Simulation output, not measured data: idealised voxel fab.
process module | voxel self aligned contacts
cross-section cut | 195 nm wide | cells 5 nm
A cross-section is a grid of square cells, given in bands from the top down. A band is one or more rows of cells.
Each band's line starts with the height of the band's top and of its bottom, in nm. Then come its materials from left to right, each with its width in nm. One material with "throughout" fills the band from edge to edge. "air" is empty space.
Height 0 is the level under which the wafer as received is all one material. The lowest band goes on downwards, as in "0 down".
A width such as "30 to 40" changes by the same amount from each row of cells to the next, from the band's top row to its bottom row.
"no change" after a step means that no cell of the cross-section changed.
closed voids: empty space of 8 cells or more with no open way to the top, each as width x height at its distance from the left edge, in nm
after a step's settings: what the simulator itself notes on the step
overlay nm, on a step with a mask: how far to the right of its planned place the mask lay; to the left if negative
plan
1 op RECEIVE | material Si
2 op CONFORMAL_DEP | material SiO2 | thk nm 5
3 op DIRECTIONAL_DEP | material polySi | thk nm 25
4 op DIRECTIONAL_DEP | material SiN | thk nm 25
5 op DIRECTIONAL_DEP | material aC | thk nm 15
6 op PATTERN | tone cover | mask id GATE | material resist | width nm 25 | pitch nm 65 | thk nm 35 | overlay nm 0
7 op DIRECTIONAL_ETCH | etch materials aC | depth nm 15
8 op STRIP | etch materials resist
9 op DIRECTIONAL_ETCH | etch materials SiN | depth nm 25
10 op DIRECTIONAL_ETCH | etch materials polySi | depth nm 25
11 op STRIP | etch materials aC
12 op CONFORMAL_DEP | material SiN | thk nm 10
13 op DIRECTIONAL_ETCH | etch materials SiN | depth nm 10
14 op FILL_DEP | material SiO2 | thk nm 15
15 op CMP | height nm 60
16 op MASKED_ETCH | tone open | mask id CONTACT | width nm 50 | etch materials SiO2 | depth nm 60 | overlay nm 0
17 op CONFORMAL_DEP | material TiN | thk nm 5
18 op FILL_DEP | material Ru | thk nm 5
19 op CMP | height nm 60
20 op CONFORMAL_DEP | material SiN | thk nm 5
as received, after step 1
  0 down: Si throughout
  closed voids: none
a wafer at the end: this start, this plan, one mistake
  65 to 30: SiN throughout
  30 to 5: SiN 50 | polySi 25 | SiN 40 | polySi 25 | SiN 55
  5 to 0: SiO2 throughout
  0 down: Si throughout
  closed voids: none
what went wrong: step 14 ran as: op FILL_DEP | material SiN | thk nm 15
